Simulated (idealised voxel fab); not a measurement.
Herein follows the process module entitled voxel transistor to metal.
The figure presents cross-section cut, which has a width of 150 nm and is divided into square cells with an edge length of 5 nm.
A cross-section is written here as square cells arranged in a grid, and it is given in bands from the top down, each band taking up one or more rows of cells. Per band: top height and bottom height in nm, followed by the left-to-right materials and their widths in nm; "full width" marks a single material spanning edge to edge, "air" marks empty space. Where do heights start? At 0: under that level the wafer as delivered is made of one material only. And the lowest band has no floor; it just carries on downward, as in "top 0, no bottom". The notation "30->40" denotes a width that varies across the rows of cells in the band, beginning at the first number in the top row, finishing at the second number in the bottom row, and changing by an identical amount from each row to the next. The designation "remains unaltered", where it is given for a processing step, indicates that no cell of the cross-section was altered in the course of that step. The entry titled "Sealed void inventory" provides the empty spaces that have no open way to the top, restricted to those of 8 cells or more. Each is presented as width x height at distance, the distance being measured from the left edge, with all three in nm. Anything after a step's settings on that line? It's the simulator's own note about the step. A step's line can hold "overlay nm"; with a mask on that step, the setting says how far right of the planned place the mask lay, while a negative setting says it lay to the left. What follows is a series of pairs. Each pair shows a cross-section before one process step and the cross-section after it, and the after view is drawn only down to the lowest band that changed. Beneath each pair is the step that lies between the two, with its settings. Pairs may come from different runs of this module on the same starting wafer, so a pair continues from the one above it only where its entry headed "State before step" says so.

State before step:
top 55, bottom 40: 50 of air, then 10 of SiN, then 5 of SiO2, then 15 of SiCN, then 5 of SiO2, then 10 of SiN, then 55 of air
top 40, bottom 15: 50 of air, then 10 of SiN, then 5 of SiO2, then 15 of polySi, then 5 of SiO2, then 10 of SiN, then 55 of air
top 15, bottom 0: lowk full width
top 0, bottom -5: SiO2 full width
top -5, no bottom: Si full width
Sealed void inventory: none

Sectional Result:
top 55, bottom 50: 50 of air, then 10 of SiN, then 5 of air, then 15 of SiCN, then 5 of air, then 10 of SiN, then 55 of air
Anything lower than 50 is untouched.
Sealed void inventory: none
Step applied between the pre-step and post-step cross-sections shown above: DIRECTIONAL_ETCH, etch materials SiO2, depth nm 5

State before step: cross-section not repeated; it is the one shown after the step in the pair just above.

Sectional Result:
top 65, bottom 55: SiO2 full width
top 55, bottom 40: 50 of SiO2, then 10 of SiN, then 5 of SiO2, then 15 of SiCN, then 5 of SiO2, then 10 of SiN, then 55 of SiO2
top 40, bottom 15: 50 of SiO2, then 10 of SiN, then 5 of SiO2, then 15 of polySi, then 5 of SiO2, then 10 of SiN, then 55 of SiO2
Anything lower than 15 is untouched.
Sealed void inventory: none
Step applied between the pre-step and post-step cross-sections shown above: FILL_DEP, material SiO2, thk nm 10

State before step: cross-section not repeated; it is the one shown after the step in the pair just above.

Sectional Result:
top 35, bottom 15: 50 of SiO2, then 10 of SiN, then 5 of SiO2, then 15 of polySi, then 5 of SiO2, then 10 of SiN, then 55 of SiO2
Anything lower than 15 is untouched.
Sealed void inventory: none
Step applied between the pre-step and post-step cross-sections shown above: CMP, height nm 35

State before step: cross-section not repeated; it is the one shown after the step in the pair just above.

Sectional Result:
top 50, bottom 35: SiO2 full width
Anything lower than 35 is untouched.
Sealed void inventory: none
Step applied between the pre-step and post-step cross-sections shown above: DIRECTIONAL_DEP, material SiO2, thk nm 15

State before step: cross-section not repeated; it is the one shown after the step in the pair just above.

Sectional Result:
top 50, bottom 35: 30 of SiO2, then 30 of air, then 25 of SiO2, then 30 of air, then 35 of SiO2
top 35, bottom 15: 30 of SiO2, then 20 of air, then 10 of SiN, then 5 of SiO2, then 15 of polySi, then 5 of SiO2, then 10 of SiN, then 20 of air, then 35 of SiO2
Anything lower than 15 is untouched.
Sealed void inventory: none
Step applied between the pre-step and post-step cross-sections shown above: MASKED_ETCH, tone open, mask id CONTACT, width nm 30, pitch nm 55, etch materials SiO2, depth nm 55, overlay nm 0

State before step: cross-section not repeated; it is the one shown after the step in the pair just above.

Sectional Result:
top 55, bottom 50: 35 of TiN, then 20 of air, then 35 of TiN, then 20 of air, then 40 of TiN
top 50, bottom 40: 30 of SiO2, then 5 of TiN, then 20 of air, then 5 of TiN, then 25 of SiO2, then 5 of TiN, then 20 of air, then 5 of TiN, then 35 of SiO2
top 40, bottom 35: 30 of SiO2, then 5 of TiN, then 10 of air, then 15 of TiN, then 25 of SiO2, then 15 of TiN, then 10 of air, then 5 of TiN, then 35 of SiO2
top 35, bottom 20: 30 of SiO2, then 5 of TiN, then 10 of air, then 5 of TiN, then 10 of SiN, then 5 of SiO2, then 15 of polySi, then 5 of SiO2, then 10 of SiN, then 5 of TiN, then 10 of air, then 5 of TiN, then 35 of SiO2
top 20, bottom 15: 30 of SiO2, then 20 of TiN, then 10 of SiN, then 5 of SiO2, then 15 of polySi, then 5 of SiO2, then 10 of SiN, then 20 of TiN, then 35 of SiO2
Anything lower than 15 is untouched.
Sealed void inventory: none
Step applied between the pre-step and post-step cross-sections shown above: CONFORMAL_DEP, material TiN, thk nm 5

State before step: cross-section not repeated; it is the one shown after the step in the pair just above.

Sectional Result:
top 60, bottom 55: W full width
top 55, bottom 50: 35 of TiN, then 20 of W, then 35 of TiN, then 20 of W, then 40 of TiN
top 50, bottom 40: 30 of SiO2, then 5 of TiN, then 20 of W, then 5 of TiN, then 25 of SiO2, then 5 of TiN, then 20 of W, then 5 of TiN, then 35 of SiO2
top 40, bottom 35: 30 of SiO2, then 5 of TiN, then 10 of W, then 15 of TiN, then 25 of SiO2, then 15 of TiN, then 10 of W, then 5 of TiN, then 35 of SiO2
top 35, bottom 20: 30 of SiO2, then 5 of TiN, then 10 of W, then 5 of TiN, then 10 of SiN, then 5 of SiO2, then 15 of polySi, then 5 of SiO2, then 10 of SiN, then 5 of TiN, then 10 of W, then 5 of TiN, then 35 of SiO2
Anything lower than 20 is untouched.
Sealed void inventory: none
Step applied between the pre-step and post-step cross-sections shown above: FILL_DEP, material W, thk nm 5

State before step: cross-section not repeated; it is the one shown after the step in the pair just above.

Sectional Result:
top 50, bottom 40: 30 of SiO2, then 5 of TiN, then 20 of W, then 5 of TiN, then 25 of SiO2, then 5 of TiN, then 20 of W, then 5 of TiN, then 35 of SiO2
Anything lower than 40 is untouched.
Sealed void inventory: none
Step applied between the pre-step and post-step cross-sections shown above: CMP, height nm 50

State before step: cross-section not repeated; it is the one shown after the step in the pair just above.

Sectional Result:
top 55, bottom 50: SiN full width
Anything lower than 50 is untouched.
Sealed void inventory: none
Step applied between the pre-step and post-step cross-sections shown above: CONFORMAL_DEP, material SiN, thk nm 5

State before step: cross-section not repeated; it is the one shown after the step in the pair just above.

Sectional Result:
top 70, bottom 55: lowk full width
Anything lower than 55 is untouched.
Sealed void inventory: none
Step applied between the pre-step and post-step cross-sections shown above: DIRECTIONAL_DEP, material lowk, thk nm 15

State before step: cross-section not repeated; it is the one shown after the step in the pair just above.

Sectional Result:
top 70, bottom 55: 30 of lowk, then 15 of air, then 55 of lowk, then 15 of air, then 35 of lowk
Anything lower than 55 is untouched.
Sealed void inventory: none
Step applied between the pre-step and post-step cross-sections shown above: MASKED_ETCH, tone open, mask id METAL_1, width nm 15, pitch nm 70, etch materials lowk, depth nm 15, overlay nm 0

State before step: cross-section not repeated; it is the one shown after the step in the pair just above.

Sectional Result:
top 70, bottom 55: 30 of lowk, then 15 of air, then 55 of lowk, then 15 of air, then 35 of lowk
top 55, bottom 50: 30 of SiN, then 15 of air, then 55 of SiN, then 15 of air, then 35 of SiN
Anything lower than 50 is untouched.
Sealed void inventory: none
Step applied between the pre-step and post-step cross-sections shown above: MASKED_ETCH, tone open, mask id METAL_1, width nm 15, pitch nm 70, etch materials SiN, depth nm 5, overlay nm 0

State before step: cross-section not repeated; it is the one shown after the step in the pair just above.

Sectional Result:
top 75, bottom 70: 35 of TiN, then 5 of air, then 65 of TiN, then 5 of air, then 40 of TiN
top 70, bottom 55: 30 of lowk, then 5 of TiN, then 5 of air, then 5 of TiN, then 55 of lowk, then 5 of TiN, then 5 of air, then 5 of TiN, then 35 of lowk
top 55, bottom 50: 30 of SiN, then 15 of TiN, then 55 of SiN, then 15 of TiN, then 35 of SiN
Anything lower than 50 is untouched.
Sealed void inventory: none
Step applied between the pre-step and post-step cross-sections shown above: CONFORMAL_DEP, material TiN, thk nm 5

State before step: cross-section not repeated; it is the one shown after the step in the pair just above.

Sectional Result:
top 80, bottom 75: Cu full width
top 75, bottom 70: 35 of TiN, then 5 of Cu, then 65 of TiN, then 5 of Cu, then 40 of TiN
top 70, bottom 55: 30 of lowk, then 5 of TiN, then 5 of Cu, then 5 of TiN, then 55 of lowk, then 5 of TiN, then 5 of Cu, then 5 of TiN, then 35 of lowk
Anything lower than 55 is untouched.
Sealed void inventory: none
Step applied between the pre-step and post-step cross-sections shown above: FILL_DEP, material Cu, thk nm 5

State before step: cross-section not repeated; it is the one shown after the step in the pair just above.

Sectional Result:
top 70, bottom 55: 30 of lowk, then 5 of TiN, then 5 of Cu, then 5 of TiN, then 55 of lowk, then 5 of TiN, then 5 of Cu, then 5 of TiN, then 35 of lowk
Anything lower than 55 is untouched.
Sealed void inventory: none
Step applied between the pre-step and post-step cross-sections shown above: CMP, height nm 70

State before step: cross-section not repeated; it is the one shown after the step in the pair just above.

Sectional Result:
top 75, bottom 70: SiCN full width
Anything lower than 70 is untouched.
Sealed void inventory: none
Step applied between the pre-step and post-step cross-sections shown above: CONFORMAL_DEP, material SiCN, thk nm 5

State before step:
top 55, bottom 45: 20 of aC, then 105 of air, then 25 of aC
top 45, bottom 35: 20 of SiCN, then 105 of aC, then 25 of SiCN
top 35, bottom 30: SiCN full width
top 30, bottom 20: 20 of polySi, then 105 of SiCN, then 25 of polySi
top 20, bottom 5: polySi full width
top 5, bottom -5: 20 of SiO2, then 105 of polySi, then 25 of SiO2
top -5, bottom -10: SiO2 full width
top -10, bottom -45: 30 of SiO2, then 85 of Si, then 35 of SiO2
top -45, no bottom: Si full width
Sealed void inventory: none

Sectional Result:
top 85, bottom 55: 65 of resist, then 15 of air, then 70 of resist
top 55, bottom 45: 20 of aC, then 45 of resist, then 15 of air, then 45 of resist, then 25 of aC
Anything lower than 45 is untouched.
Sealed void inventory: none
Step applied between the pre-step and post-step cross-sections shown above: PATTERN, tone open, mask id GATE, material resist, width nm 15, thk nm 30, overlay nm 0

State before step: cross-section not repeated; it is the one shown after the step in the pair just above.

Sectional Result:
top 75, bottom 55: 65 of resist, then 15 of air, then 70 of resist
top 55, bottom 45: 20 of aC, then 45 of resist, then 15 of air, then 45 of resist, then 25 of aC
top 45, bottom 35: 20 of SiCN, then 45 of aC, then 15 of air, then 45 of aC, then 25 of SiCN
Anything lower than 35 is untouched.
Sealed void inventory: none
Step applied between the pre-step and post-step cross-sections shown above: DIRECTIONAL_ETCH, etch materials aC, depth nm 10

State before step: cross-section not repeated; it is the one shown after the step in the pair just above.

Sectional Result:
top 55, bottom 45: 20 of aC, then 105 of air, then 25 of aC
Anything lower than 45 is untouched.
Sealed void inventory: none
Step applied between the pre-step and post-step cross-sections shown above: STRIP, etch materials resist

State before step: cross-section not repeated; it is the one shown after the step in the pair just above.

Sectional Result:
top 55, bottom 45: 20 of aC, then 105 of air, then 25 of aC
top 45, bottom 35: 20 of SiCN, then 45 of aC, then 15 of air, then 45 of aC, then 25 of SiCN
top 35, bottom 30: 65 of SiCN, then 15 of air, then 70 of SiCN
top 30, bottom 20: 20 of polySi, then 45 of SiCN, then 15 of air, then 45 of SiCN, then 25 of polySi
Anything lower than 20 is untouched.
Sealed void inventory: none
Step applied between the pre-step and post-step cross-sections shown above: DIRECTIONAL_ETCH, etch materials SiCN, depth nm 25

State before step: cross-section not repeated; it is the one shown after the step in the pair just above.

Sectional Result:
top 55, bottom 45: 20 of aC, then 105 of air, then 25 of aC
top 45, bottom 35: 20 of SiCN, then 45 of aC, then 15 of air, then 45 of aC, then 25 of SiCN
top 35, bottom 30: 65 of SiCN, then 15 of air, then 70 of SiCN
top 30, bottom 20: 20 of polySi, then 45 of SiCN, then 15 of air, then 45 of SiCN, then 25 of polySi
top 20, bottom 5: 65 of polySi, then 15 of air, then 70 of polySi
top 5, bottom -5: 20 of SiO2, then 45 of polySi, then 15 of air, then 45 of polySi, then 25 of SiO2
Anything lower than -5 is untouched.
Sealed void inventory: none
Step applied between the pre-step and post-step cross-sections shown above: DIRECTIONAL_ETCH, etch materials polySi, depth nm 35

State before step: cross-section not repeated; it is the one shown after the step in the pair just above.

Sectional Result:
top 45, bottom 35: 20 of SiCN, then 105 of air, then 25 of SiCN
Anything lower than 35 is untouched.
Sealed void inventory: none
Step applied between the pre-step and post-step cross-sections shown above: STRIP, etch materials aC

State before step: cross-section not repeated; it is the one shown after the step in the pair just above.

Sectional Result:
top 50, bottom 45: 25 of SiO2, then 95 of air, then 30 of SiO2
top 45, bottom 35: 20 of SiCN, then 5->50 of SiO2, then 95->5 of air, then 5->50 of SiO2, then 25 of SiCN
top 35, bottom 30: 65 of SiCN, then 5 of SiO2, then 5 of air, then 5 of SiO2, then 70 of SiCN
top 30, bottom 20: 20 of polySi, then 45 of SiCN, then 5 of SiO2, then 5 of air, then 5 of SiO2, then 45 of SiCN, then 25 of polySi
top 20, bottom 5: 65 of polySi, then 5 of SiO2, then 5 of air, then 5 of SiO2, then 70 of polySi
top 5, bottom 0: 20 of SiO2, then 45 of polySi, then 5 of SiO2, then 5 of air, then 5 of SiO2, then 45 of polySi, then 25 of SiO2
top 0, bottom -5: 20 of SiO2, then 45 of polySi, then 15 of SiO2, then 45 of polySi, then 25 of SiO2
Anything lower than -5 is untouched.
Sealed void inventory: none
Step applied between the pre-step and post-step cross-sections shown above: CONFORMAL_DEP, material SiO2, thk nm 5

State before step: cross-section not repeated; it is the one shown after the step in the pair just above.

Sectional Result:
top 45, bottom 35: 20 of SiCN, then 5 of SiO2, then 95 of air, then 5 of SiO2, then 25 of SiCN
top 35, bottom 30: 65 of SiCN, then 5 of SiO2, then 5 of air, then 5 of SiO2, then 70 of SiCN
top 30, bottom 20: 20 of polySi, then 45 of SiCN, then 5 of SiO2, then 5 of air, then 5 of SiO2, then 45 of SiCN, then 25 of polySi
top 20, bottom 5: 65 of polySi, then 5 of SiO2, then 5 of air, then 5 of SiO2, then 70 of polySi
top 5, bottom -5: 20 of SiO2, then 45 of polySi, then 5 of SiO2, then 5 of air, then 5 of SiO2, then 45 of polySi, then 25 of SiO2
Anything lower than -5 is untouched.
Sealed void inventory: none
Step applied between the pre-step and post-step cross-sections shown above: DIRECTIONAL_ETCH, etch materials SiO2, depth nm 5

State before step: cross-section not repeated; it is the one shown after the step in the pair just above.

Sectional Result:
top 55, bottom 45: 35 of SiN, then 75 of air, then 40 of SiN
top 45, bottom 35: 20 of SiCN, then 5 of SiO2, then 95 of SiN, then 5 of SiO2, then 25 of SiCN
top 35, bottom 30: 65 of SiCN, then 5 of SiO2, then 5 of SiN, then 5 of SiO2, then 70 of SiCN
top 30, bottom 20: 20 of polySi, then 45 of SiCN, then 5 of SiO2, then 5 of SiN, then 5 of SiO2, then 45 of SiCN, then 25 of polySi
top 20, bottom 5: 65 of polySi, then 5 of SiO2, then 5 of SiN, then 5 of SiO2, then 70 of polySi
top 5, bottom -5: 20 of SiO2, then 45 of polySi, then 5 of SiO2, then 5 of SiN, then 5 of SiO2, then 45 of polySi, then 25 of SiO2
Anything lower than -5 is untouched.
Sealed void inventory: none
Step applied between the pre-step and post-step cross-sections shown above: CONFORMAL_DEP, material SiN, thk nm 10

State before step: cross-section not repeated; it is the one shown after the step in the pair just above.

Sectional Result:
top 45, bottom 35: 20 of SiCN, then 5 of SiO2, then 10 of SiN, then 75 of air, then 10 of SiN, then 5 of SiO2, then 25 of SiCN
Anything lower than 35 is untouched.
Sealed void inventory: none
Step applied between the pre-step and post-step cross-sections shown above: DIRECTIONAL_ETCH, etch materials SiN, depth nm 10

State before step: cross-section not repeated; it is the one shown after the step in the pair just above.

Sectional Result:
top 45, bottom 40: 20 of SiCN, then 5 of air, then 10 of SiN, then 75 of air, then 10 of SiN, then 5 of air, then 25 of SiCN
top 40, bottom 35: 20 of SiCN, then 5 of SiO2, then 10 of SiN, then 75 of air, then 10 of SiN, then 5 of SiO2, then 25 of SiCN
top 35, bottom 30: 65 of SiCN, then 5 of air, then 5 of SiN, then 5 of air, then 70 of SiCN
Anything lower than 30 is untouched.
Sealed void inventory: none
Step applied between the pre-step and post-step cross-sections shown above: DIRECTIONAL_ETCH, etch materials SiO2, depth nm 5

State before step: cross-section not repeated; it is the one shown after the step in the pair just above.

Sectional Result:
top 55, bottom 45: SiO2 full width
top 45, bottom 35: 20 of SiCN, then 5 of SiO2, then 10 of SiN, then 75 of SiO2, then 10 of SiN, then 5 of SiO2, then 25 of SiCN
top 35, bottom 30: 65 of SiCN, then 5 of SiO2, then 5 of SiN, then 5 of SiO2, then 70 of SiCN
Anything lower than 30 is untouched.
Sealed void inventory: none
Step applied between the pre-step and post-step cross-sections shown above: FILL_DEP, material SiO2, thk nm 10

State before step: cross-section not repeated; it is the one shown after the step in the pair just above.

Sectional Result:
top 35, bottom 30: 65 of SiCN, then 5 of SiO2, then 5 of SiN, then 5 of SiO2, then 70 of SiCN
Anything lower than 30 is untouched.
Sealed void inventory: none
Step applied between the pre-step and post-step cross-sections shown above: CMP, height nm 35

State before step: cross-section not repeated; it is the one shown after the step in the pair just above.

Sectional Result:
top 50, bottom 35: SiO2 full width
Anything lower than 35 is untouched.
Sealed void inventory: none
Step applied between the pre-step and post-step cross-sections shown above: DIRECTIONAL_DEP, material SiO2, thk nm 15

State before step: cross-section not repeated; it is the one shown after the step in the pair just above.

Sectional Result:
top 50, bottom 35: 30 of SiO2, then 30 of air, then 25 of SiO2, then 30 of air, then 35 of SiO2
Anything lower than 35 is untouched.
Sealed void inventory: none
Step applied between the pre-step and post-step cross-sections shown above: MASKED_ETCH, tone open, mask id CONTACT, width nm 30, pitch nm 55, etch materials SiO2, depth nm 55, overlay nm 0

State before step: cross-section not repeated; it is the one shown after the step in the pair just above.

Sectional Result:
top 55, bottom 50: 35 of TiN, then 20 of air, then 35 of TiN, then 20 of air, then 40 of TiN
top 50, bottom 40: 30 of SiO2, then 5 of TiN, then 20 of air, then 5 of TiN, then 25 of SiO2, then 5 of TiN, then 20 of air, then 5 of TiN, then 35 of SiO2
top 40, bottom 35: 30 of SiO2, then 30 of TiN, then 25 of SiO2, then 30 of TiN, then 35 of SiO2
Anything lower than 35 is untouched.
Sealed void inventory: none
Step applied between the pre-step and post-step cross-sections shown above: CONFORMAL_DEP, material TiN, thk nm 5

State before step: cross-section not repeated; it is the one shown after the step in the pair just above.

Sectional Result:
top 60, bottom 55: W full width
top 55, bottom 50: 35 of TiN, then 20 of W, then 35 of TiN, then 20 of W, then 40 of TiN
top 50, bottom 40: 30 of SiO2, then 5 of TiN, then 20 of W, then 5 of TiN, then 25 of SiO2, then 5 of TiN, then 20 of W, then 5 of TiN, then 35 of SiO2
Anything lower than 40 is untouched.
Sealed void inventory: none
Step applied between the pre-step and post-step cross-sections shown above: FILL_DEP, material W, thk nm 5

State before step: cross-section not repeated; it is the one shown after the step in the pair just above.

Sectional Result:
top 50, bottom 40: 30 of SiO2, then 5 of TiN, then 20 of W, then 5 of TiN, then 25 of SiO2, then 5 of TiN, then 20 of W, then 5 of TiN, then 35 of SiO2
Anything lower than 40 is untouched.
Sealed void inventory: none
Step applied between the pre-step and post-step cross-sections shown above: CMP, height nm 50

State before step: cross-section not repeated; it is the one shown after the step in the pair just above.

Sectional Result:
top 55, bottom 50: SiN full width
Anything lower than 50 is untouched.
Sealed void inventory: none
Step applied between the pre-step and post-step cross-sections shown above: CONFORMAL_DEP, material SiN, thk nm 5

State before step: cross-section not repeated; it is the one shown after the step in the pair just above.

Sectional Result:
top 70, bottom 55: lowk full width
Anything lower than 55 is untouched.
Sealed void inventory: none
Step applied between the pre-step and post-step cross-sections shown above: DIRECTIONAL_DEP, material lowk, thk nm 15

State before step: cross-section not repeated; it is the one shown after the step in the pair just above.

Sectional Result:
top 70, bottom 55: 30 of lowk, then 15 of air, then 55 of lowk, then 15 of air, then 35 of lowk
Anything lower than 55 is untouched.
Sealed void inventory: none
Step applied between the pre-step and post-step cross-sections shown above: MASKED_ETCH, tone open, mask id METAL_1, width nm 15, pitch nm 70, etch materials lowk, depth nm 15, overlay nm 0

State before step: cross-section not repeated; it is the one shown after the step in the pair just above.

Sectional Result:
top 70, bottom 55: 30 of lowk, then 15 of air, then 55 of lowk, then 15 of air, then 35 of lowk
top 55, bottom 50: 30 of SiN, then 15 of air, then 55 of SiN, then 15 of air, then 35 of SiN
Anything lower than 50 is untouched.
Sealed void inventory: none
Step applied between the pre-step and post-step cross-sections shown above: MASKED_ETCH, tone open, mask id METAL_1, width nm 15, pitch nm 70, etch materials SiN, depth nm 5, overlay nm 0

State before step: cross-section not repeated; it is the one shown after the step in the pair just above.

Sectional Result:
top 75, bottom 70: 35 of TiN, then 5 of air, then 65 of TiN, then 5 of air, then 40 of TiN
top 70, bottom 55: 30 of lowk, then 5 of TiN, then 5 of air, then 5 of TiN, then 55 of lowk, then 5 of TiN, then 5 of air, then 5 of TiN, then 35 of lowk
top 55, bottom 50: 30 of SiN, then 15 of TiN, then 55 of SiN, then 15 of TiN, then 35 of SiN
Anything lower than 50 is untouched.
Sealed void inventory: none
Step applied between the pre-step and post-step cross-sections shown above: CONFORMAL_DEP, material TiN, thk nm 5

State before step: cross-section not repeated; it is the one shown after the step in the pair just above.

Sectional Result:
top 80, bottom 75: Cu full width
top 75, bottom 70: 35 of TiN, then 5 of Cu, then 65 of TiN, then 5 of Cu, then 40 of TiN
top 70, bottom 55: 30 of lowk, then 5 of TiN, then 5 of Cu, then 5 of TiN, then 55 of lowk, then 5 of TiN, then 5 of Cu, then 5 of TiN, then 35 of lowk
Anything lower than 55 is untouched.
Sealed void inventory: none
Step applied between the pre-step and post-step cross-sections shown above: FILL_DEP, material Cu, thk nm 5

State before step: cross-section not repeated; it is the one shown after the step in the pair just above.

Sectional Result:
top 70, bottom 55: 30 of lowk, then 5 of TiN, then 5 of Cu, then 5 of TiN, then 55 of lowk, then 5 of TiN, then 5 of Cu, then 5 of TiN, then 35 of lowk
Anything lower than 55 is untouched.
Sealed void inventory: none
Step applied between the pre-step and post-step cross-sections shown above: CMP, height nm 70

State before step: cross-section not repeated; it is the one shown after the step in the pair just above.

Sectional Result:
top 75, bottom 70: SiCN full width
Anything lower than 70 is untouched.
Sealed void inventory: none
Step applied between the pre-step and post-step cross-sections shown above: CONFORMAL_DEP, material SiCN, thk nm 5
